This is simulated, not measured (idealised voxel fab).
Documented hereafter: the process module known as voxel double patterning.
FYI the section here is cut, 240 nm wide, cells are 5 nm squares.
In this document a cross-section is written as a grid of square cells. It is given as a series of bands, listed from the top down, and a band is one or more rows of cells.
Quick guide to a band line: top height, bottom height (nm) up front; then every material left to right with its width in nm. Only one material and it's marked "everywhere"? Then it fills the band edge to edge. And "blank" just means empty space.
The level at which height equals 0 is the one under which the wafer, as it arrives, is entirely one material. No lower edge exists for the bottom band, which continues downward and is notated as in "top 0, no bottom".
Top row gets the first number, bottom row gets the second, and each row in between changes by the same step: that is how a band width like "30..40" works.
"stayed the same", as given for a step, is the statement that not any cell of the cross-section underwent a change during that step.
"Cavities, closed" lists enclosed empty spaces (at least 8 cells, no open path upward to the top), each as width x height at distance from the left edge, in nm.
On a step's line, text after the settings is the simulator commenting on that step.
"overlay nm" on a masked step: distance the mask lay right of its planned place, negative for left.

### Process steps - plan
1: RECEIVE with material Si
2: CONFORMAL_DEP with material SiO2, thk nm 5
3: DIRECTIONAL_DEP with material TiN, thk nm 20
4: DIRECTIONAL_DEP with material SiN, thk nm 10
5: PATTERN with tone open, mask id FIRST, material resist, width nm 15, pitch nm 50, thk nm 15, overlay nm 0
6: DIRECTIONAL_ETCH with etch materials SiN, depth nm 10
7: STRIP with etch materials resist
8: PATTERN with tone open, mask id SECOND, material resist, width nm 15, thk nm 15, overlay nm 0
9: DIRECTIONAL_ETCH with etch materials SiN, depth nm 10
10: STRIP with etch materials resist
11: DIRECTIONAL_ETCH with etch materials TiN, depth nm 20
12: STRIP with etch materials SiN

### Here's what the wafer looked like in cross-section when it arrived - that's after step 1
- top 0, no bottom: Si everywhere
- Cavities, closed: none

### Here's the cross-section of the first of our two wafers at the end of the module - it ran as planned
- top 25, bottom 5: TiN 85 nm / blank 15 nm / TiN 10 nm / blank 15 nm / TiN 10 nm / blank 15 nm / TiN 90 nm
- top 5, bottom 0: SiO2 everywhere
- top 0, no bottom: Si everywhere
- Cavities, closed: none

### The second wafer, shown in cross-section after the module: started the same way as the first and given the same plan, yet one mistake crept into how it was run
- top 25, bottom 5: TiN 85 nm / blank 15 nm / TiN 5 nm / blank 15 nm / TiN 15 nm / blank 15 nm / TiN 90 nm
- top 5, bottom 0: SiO2 everywhere
- top 0, no bottom: Si everywhere
- Cavities, closed: none
Nonconformance to the process plan: rather than as planned, step 8 actually ran as PATTERN with tone open, mask id SECOND, material resist, width nm 15, thk nm 15, overlay nm -5
At the end, each material covers as many cells on the second wafer as it does on the first, though the cells it covers are elsewhere.
